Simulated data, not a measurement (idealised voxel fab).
Documented hereafter: the process module known as voxel self aligned vias.
Xsec cut, 280 nm wide, square cell size 5 nm.
This document writes a cross-section as a grid whose cells are square, and gives it as bands, listed from the top down; one or more rows of cells form a band. Quick guide to a band line: top height, bottom height (nm) up front; then every material left to right with its width in nm. Only one material and it's marked "edge to edge"? Then it fills the band edge to edge. And "empty" just means empty space. Heights are reckoned from 0. Under this level, the received wafer is all of one material. The bottommost band is open-ended downward, for example "0..down". So if you see something like "30->40" for the width, read it as the top row of the band sitting at the first number and the bottom row at the second, with every row in between moving by the same amount as the last. Where the words "no alteration" appear for a step, the cross-section shows no cell changed by that step; every cell remained as before. This entry, "Unvented cavities", enumerates those empty regions of no fewer than 8 cells that possess no open connection to the top. Each region is reported in the form width x height at distance, the distance being taken from the left edge, with all three quantities expressed in nm. What comes after the settings on a step's line is commentary from the simulator itself on that step. What "overlay nm" on a step's line means: if the step has a mask, that mask lay this far to the right of its planned place, or, when the value is negative, to the left.

Here's what the planned process steps look like:
1: RECEIVE,material Si
2: CONFORMAL_DEP,material SiO2,thk nm 10
3: CONFORMAL_DEP,material SiCN,thk nm 5
4: DIRECTIONAL_DEP,material lowk,thk nm 20
5: DIRECTIONAL_DEP,material aC,thk nm 10
6: PATTERN,tone open,mask id LINES,material resist,width nm 25,pitch nm 70,thk nm 25,overlay nm 0
7: DIRECTIONAL_ETCH,etch materials aC,depth nm 10
8: STRIP,etch materials resist
9: DIRECTIONAL_ETCH,etch materials lowk,depth nm 20
10: STRIP,etch materials aC
11: CONFORMAL_DEP,material TiN,thk nm 5
12: FILL_DEP,material Ru,thk nm 10
13: CMP,height nm 35
14: SELECTIVE_ETCH,etch materials W Ru TiN,depth nm 10
15: FILL_DEP,material SiN,thk nm 10
16: CMP,height nm 35
17: DIRECTIONAL_DEP,material lowk,thk nm 15
18: DIRECTIONAL_DEP,material aC,thk nm 15
19: PATTERN,tone open,mask id VIAS,material resist,width nm 45,pitch nm 70,thk nm 30,overlay nm 0
20: DIRECTIONAL_ETCH,etch materials aC,depth nm 15
21: STRIP,etch materials resist
22: DIRECTIONAL_ETCH,etch materials lowk,depth nm 15
23: DIRECTIONAL_ETCH,etch materials SiN,depth nm 10
24: STRIP,etch materials aC
25: CONFORMAL_DEP,material TiN,thk nm 5
26: FILL_DEP,material W,thk nm 10
27: CMP,height nm 50
28: CONFORMAL_DEP,material SiCN,thk nm 5

Cross-section of the incoming wafer, state after step 1:
> 0..down | Si edge to edge
> Unvented cavities: none

End state of the module in cross-section, given the above starting point and plan and one mistake in execution:
> 55..50 | SiCN edge to edge
> 50..30 | 45 of lowk | 5 of TiN | 35 of W | 5 of TiN | 25 of lowk | 5 of TiN | 35 of W | 5 of TiN | 25 of lowk | 5 of TiN | 35 of W | 5 of TiN | 50 of lowk
> 30..25 | 45 of lowk | 45 of TiN | 25 of lowk | 45 of TiN | 25 of lowk | 45 of TiN | 50 of lowk
> 25..20 | 45 of lowk | 15 of TiN | 15 of Ru | 15 of TiN | 25 of lowk | 15 of TiN | 15 of Ru | 15 of TiN | 25 of lowk | 15 of TiN | 15 of Ru | 15 of TiN | 50 of lowk
> 20..15 | 55 of lowk | 25 of TiN | 45 of lowk | 25 of TiN | 45 of lowk | 25 of TiN | 60 of lowk
> 15..10 | SiCN edge to edge
> 10..0 | SiO2 edge to edge
> 0..down | Si edge to edge
> Unvented cavities: none
Diagnosis: step 22 in the plan was executed twice
